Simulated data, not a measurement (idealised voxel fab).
process module | voxel released beams
cross-section cut | 290 nm wide | cells 5 nm
A cross-section is a grid of square cells, given in bands from the top down. A band is one or more rows of cells.
Each band's line starts with the height of the band's top and of its bottom, in nm. Then come its materials from left to right, each with its width in nm. One material with "throughout" fills the band from edge to edge. "air" is empty space.
Height 0 is the level under which the wafer as received is all one material. The lowest band goes on downwards, as in "0 down".
A width such as "30 to 40" changes by the same amount from each row of cells to the next, from the band's top row to its bottom row.
"no change" after a step means that no cell of the cross-section changed.
closed voids: empty space of 8 cells or more with no open way to the top, each as width x height at its distance from the left edge, in nm
after a step's settings: what the simulator itself notes on the step
overlay nm, on a step with a mask: how far to the right of its planned place the mask lay; to the left if negative
plan
1 op RECEIVE | material Si
2 op CONFORMAL_DEP | material SiN | thk nm 5
3 op DIRECTIONAL_DEP | material SiO2 | thk nm 10
4 op MASKED_ETCH | tone open | mask id ANCHOR | width nm 30 | etch materials SiO2 | depth nm 10 | overlay nm 0
5 op CONFORMAL_DEP | material TiN | thk nm 10
6 op MASKED_ETCH | tone cover | mask id BEAM | width nm 100 | etch materials TiN | depth nm 10 | overlay nm 0
7 op STRIP | etch materials SiO2
as received, after step 1
  0 down: Si throughout
  closed voids: none
a wafer at the end: this start, this plan, one mistake
  15 to 5: air 90 | TiN 100 | air 100
  5 to 0: SiN throughout
  0 down: Si throughout
  closed voids: none
what went wrong: step 3 was left out
